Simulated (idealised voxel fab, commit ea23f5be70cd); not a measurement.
process module | voxel spacer lines
cross-section cut | 205 nm wide | cells 5 nm
A cross-section is a grid of square cells, given in bands from the top down. A band is one or more rows of cells.
Each band's line starts with the height of the band's top and of its bottom, in nm. Then come its materials from left to right, each with its width in nm. One material with "throughout" fills the band from edge to edge. "air" is empty space.
Height 0 is the level under which the wafer as received is all one material. The lowest band goes on downwards, as in "0 down".
A width such as "30 to 40" changes by the same amount from each row of cells to the next, from the band's top row to its bottom row.
"no change" after a step means that no cell of the cross-section changed.
closed voids: empty space of 8 cells or more with no open way to the top, each as width x height at its distance from the left edge, in nm
after a step's settings: what the simulator itself notes on the step
overlay nm, on a step with a mask: how far to the right of its planned place the mask lay; to the left if negative
plan
1 op RECEIVE | material Si
2 op CONFORMAL_DEP | material Al2O3 | thk nm 10
3 op DIRECTIONAL_DEP | material polySi | thk nm 20
4 op DIRECTIONAL_DEP | material aC | thk nm 25
5 op PATTERN | tone cover | mask id MANDREL | material resist | width nm 15 | pitch nm 60 | thk nm 35 | overlay nm 0
6 op DIRECTIONAL_ETCH | etch materials aC | depth nm 25
7 op STRIP | etch materials resist
8 op CONFORMAL_DEP | material SiN | thk nm 15
9 op DIRECTIONAL_ETCH | etch materials SiN | depth nm 15
10 op STRIP | etch materials aC
11 op DIRECTIONAL_ETCH | etch materials polySi | depth nm 20
12 op STRIP | etch materials SiN
13 op FILL_DEP | material SiO2 | thk nm 10
14 op CMP | height nm 30
as received, after step 1
  0 down: Si throughout
  closed voids: none
first wafer at the end, as planned
  30 to 10: SiO2 50 | polySi 15 | SiO2 15 | polySi 15 | SiO2 15 | polySi 15 | SiO2 15 | polySi 15 | SiO2 50
  10 to 0: Al2O3 throughout
  0 down: Si throughout
  closed voids: none
second wafer at the end: like start, like plan, one mistake
  30 to 20: Al2O3 throughout
  20 to 0: polySi throughout
  0 down: Si throughout
  closed voids: none
what went wrong: steps 2 and 3 were swapped
at the end the second wafer has, in cells: 116 fewer of SiO2 | 116 more of polySi
